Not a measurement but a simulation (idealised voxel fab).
The document below concerns the process module designated voxel capacitor over wiring.
Cross-sectional view cut (width: 210 nm; square cell size: 5 nm).
We lay out every cross-section as a grid of square cells and spell it out in bands from the top down, where one band means one or more rows of cells. It is stipulated that each band's entry specify, in nanometres, the height of the top of the band and then that of its bottom, followed by the materials of the band in left-to-right sequence, each together with its width in nanometres. A single material marked by the word "throughout" is understood to fill the band from edge to edge; the word "air" is understood to denote empty space. Note: height 0 marks the level under which the wafer is uniformly one material as received. Lowest band unbounded below, written "0 -> down". Note: "30->40" means the width goes from the first number (top row of the band) to the second number (bottom row) in equal steps per row of cells. Take "no alterations made" at face value: in the step it is given for, the cross-section changed in none of its cells. If an empty space has no open way to the top and is at least 8 cells in size, "Closed empty spaces" lists it, written width x height at distance, where distance is measured from the left edge and every value is in nm. Formally, on a step line, whatever follows the settings is a remark that the simulator itself makes on the step. If you see "overlay nm" on a step's line and that step has a mask, it's telling you how far right of where it was planned the mask ended up; a negative number means it went left instead.

**Steps in the process plan**
1: RECEIVE (material Si)
2: CONFORMAL_DEP (material SiO2; thk nm 15)
3: DIRECTIONAL_DEP (material TiN; thk nm 5)
4: DIRECTIONAL_DEP (material W; thk nm 25)
5: MASKED_ETCH (tone cover; mask id METAL_1; width nm 20; pitch nm 80; etch materials W; depth nm 25; overlay nm 0)
6: MASKED_ETCH (tone cover; mask id METAL_1; width nm 20; pitch nm 80; etch materials TiN; depth nm 5; overlay nm 0)
7: CONFORMAL_DEP (material SiN; thk nm 5)
8: FILL_DEP (material lowk; thk nm 5)
9: CMP (height nm 45)
10: CONFORMAL_DEP (material SiCN; thk nm 5)
11: DIRECTIONAL_DEP (material SiO2; thk nm 10)
12: MASKED_ETCH (tone open; mask id PLUG_1; width nm 15; etch materials SiO2; depth nm 10; overlay nm 0)
13: MASKED_ETCH (tone open; mask id PLUG_1; width nm 15; etch materials SiCN; depth nm 5; overlay nm 0)
14: CONFORMAL_DEP (material TiN; thk nm 5)
15: FILL_DEP (material Cu; thk nm 5)
16: CMP (height nm 60)
17: DIRECTIONAL_DEP (material TiN; thk nm 5)
18: DIRECTIONAL_DEP (material Al2O3; thk nm 5)
19: DIRECTIONAL_DEP (material TiN; thk nm 10)
20: DIRECTIONAL_DEP (material aC; thk nm 10)
21: PATTERN (tone cover; mask id UPPER_PLATE; material resist; width nm 65; thk nm 25; overlay nm 0)
22: DIRECTIONAL_ETCH (etch materials aC; depth nm 10)
23: STRIP (etch materials resist)
24: DIRECTIONAL_ETCH (etch materials TiN; depth nm 10)
25: DIRECTIONAL_ETCH (etch materials Al2O3; depth nm 5)
26: STRIP (etch materials aC)
27: DIRECTIONAL_DEP (material aC; thk nm 10)
28: PATTERN (tone cover; mask id LOWER_PLATE; material resist; width nm 75; thk nm 30; overlay nm 0)
29: DIRECTIONAL_ETCH (etch materials aC; depth nm 10)
30: STRIP (etch materials resist)
31: DIRECTIONAL_ETCH (etch materials TiN; depth nm 5)
32: STRIP (etch materials aC)
33: FILL_DEP (material SiO2; thk nm 20)
34: CMP (height nm 95)
35: MASKED_ETCH (tone open; mask id PLUG_2; width nm 15; etch materials SiO2; depth nm 15; overlay nm 0)
36: CONFORMAL_DEP (material TiN; thk nm 5)
37: FILL_DEP (material Ru; thk nm 5)
38: CMP (height nm 95)
39: CONFORMAL_DEP (material SiCN; thk nm 5)

**Step 1 complete: cross-section of the wafer as received**
- 0 -> down: Si throughout
- Closed empty spaces: none

**Cross-section, first of two wafers, end of module, run as planned**
- 100 -> 95: SiCN throughout
- 95 -> 85: 70 SiO2, 5 TiN, 5 Ru, 5 TiN, 125 SiO2
- 85 -> 80: 70 SiO2, 15 TiN, 125 SiO2
- 80 -> 70: 60 SiO2, 65 TiN, 85 SiO2
- 70 -> 65: 60 SiO2, 65 Al2O3, 85 SiO2
- 65 -> 60: 55 SiO2, 75 TiN, 80 SiO2
- 60 -> 50: 60 SiO2, 5 TiN, 5 Cu, 5 TiN, 135 SiO2
- 50 -> 45: 60 SiCN, 15 TiN, 135 SiCN
- 45 -> 20: 50 lowk, 5 SiN, 20 W, 5 SiN, 50 lowk, 5 SiN, 20 W, 5 SiN, 50 lowk
- 20 -> 15: 55 SiN, 20 TiN, 60 SiN, 20 TiN, 55 SiN
- 15 -> 0: SiO2 throughout
- 0 -> down: Si throughout
- Closed empty spaces: none

**Module end: cross-section of wafer two of two. Same start and process plan as the first wafer. One mistake during execution**
- 100 -> 95: SiCN throughout
- 95 -> 85: 65 SiO2, 5 TiN, 15 Ru, 5 TiN, 120 SiO2
- 85 -> 80: 65 SiO2, 25 TiN, 120 SiO2
- 80 -> 70: 60 SiO2, 65 TiN, 85 SiO2
- 70 -> 65: 60 SiO2, 65 Al2O3, 85 SiO2
- 65 -> 60: 55 SiO2, 75 TiN, 80 SiO2
- 60 -> 50: 60 SiO2, 5 TiN, 5 Cu, 5 TiN, 135 SiO2
- 50 -> 45: 60 SiCN, 15 TiN, 135 SiCN
- 45 -> 20: 50 lowk, 5 SiN, 20 W, 5 SiN, 50 lowk, 5 SiN, 20 W, 5 SiN, 50 lowk
- 20 -> 15: 55 SiN, 20 TiN, 60 SiN, 20 TiN, 55 SiN
- 15 -> 0: SiO2 throughout
- 0 -> down: Si throughout
- Closed empty spaces: none
Which mistake was made when the wafer was run? step 35 off recipe, ran as MASKED_ETCH (tone open; mask id PLUG_2; width nm 25; etch materials SiO2; depth nm 15; overlay nm 0)
Materials where the second wafer ends with more or fewer cells than the first: 4 more of Ru; 6 fewer of SiO2; 2 more of TiN
